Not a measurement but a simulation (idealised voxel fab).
Name of the process module below: voxel quadruple lines
The width of the displayed cross-section, cut, is 140 nm; its cells are square, with a size of 5 nm.
We lay out every cross-section as a grid of square cells and spell it out in bands from the top down, where one band means one or more rows of cells.
The band entry comprises the height of the band's top followed by the height of its bottom, expressed in nm, and subsequently the band's materials from left to right, each stated together with its width in nm. Where a single material is marked with the word "throughout", that material fills the band from edge to edge. The word "blank" represents empty space.
Heights are reckoned from 0. Under this level, the received wafer is all of one material. The bottommost band is open-ended downward, for example "0 and below".
Quick explanation for "30..40": the width changes in equal steps down the rows of cells, from the first number in the band's top row to the second number in its bottom row.
Key: "stayed the same" - step with no changed cell in the cross-section.
"Completely enclosed voids" lists enclosed empty spaces (at least 8 cells, no open path upward to the top), each as width x height at distance from the left edge, in nm.
Post-settings text on a step line: simulator's own remark regarding the step.
The line of a step may include "overlay nm". On a step with a mask, this value is how far to the right of its planned place the mask lay. A negative value means the mask lay to the left.
plan:
1,RECEIVE | material Si
2,CONFORMAL_DEP | material Al2O3 | thk nm 10
3,DIRECTIONAL_DEP | material W | thk nm 15
4,DIRECTIONAL_DEP | material polySi | thk nm 20
5,DIRECTIONAL_DEP | material aC | thk nm 20
6,PATTERN | tone cover | mask id MANDREL | material resist | width nm 20 | thk nm 25 | overlay nm -15
7,DIRECTIONAL_ETCH | etch materials aC | depth nm 20
8,STRIP | etch materials resist
9,CONFORMAL_DEP | material SiO2 | thk nm 10
10,DIRECTIONAL_ETCH | etch materials SiO2 | depth nm 10
11,STRIP | etch materials aC
12,DIRECTIONAL_ETCH | etch materials polySi | depth nm 20
13,STRIP | etch materials SiO2
14,CONFORMAL_DEP | material SiN | thk nm 5
15,DIRECTIONAL_ETCH | etch materials SiN | depth nm 5
16,STRIP | etch materials polySi
17,DIRECTIONAL_ETCH | etch materials W | depth nm 15
18,STRIP | etch materials SiN
19,FILL_DEP | material lowk | thk nm 5
20,CMP | height nm 25
The overlay nm used in step 6 is not the same on every wafer, whereas the starting condition is; the value printed in the plan is the first wafer's.
Cross-section of the first of several wafers on receipt, reflecting completion of step 1:
  0 and below  Si throughout
  Completely enclosed voids: none
Here's the first of several wafers in cross-section, end of the module, after the last step, step 20:
  25 down to 10  lowk: 30 / W: 5 / lowk: 10 / W: 5 / lowk: 10 / W: 5 / lowk: 10 / W: 5 / lowk: 60
  10 down to 0  Al2O3 throughout
  0 and below  Si throughout
  Completely enclosed voids: none
Final wafer of several, shown in cross-section at the end of the module:
  25 down to 10  lowk: 60 / W: 5 / lowk: 10 / W: 5 / lowk: 10 / W: 5 / lowk: 10 / W: 5 / lowk: 30
  10 down to 0  Al2O3 throughout
  0 and below  Si throughout
  Completely enclosed voids: none
Per wafer (row), end of module: delta in cells per material since receipt, (+) for gained, (-) for lost; closed voids after that:
overlay nm -15, +56 Al2O3, +12 W, +72 lowk, Completely enclosed voids: none
overlay nm -10, +56 Al2O3, +12 W, +72 lowk, Completely enclosed voids: none
overlay nm -5, +56 Al2O3, +12 W, +72 lowk, Completely enclosed voids: none
overlay nm 0, +56 Al2O3, +12 W, +72 lowk, Completely enclosed voids: none
overlay nm 5, +56 Al2O3, +12 W, +72 lowk, Completely enclosed voids: none
overlay nm 10, +56 Al2O3, +12 W, +72 lowk, Completely enclosed voids: none
overlay nm 15, +56 Al2O3, +12 W, +72 lowk, Completely enclosed voids: none
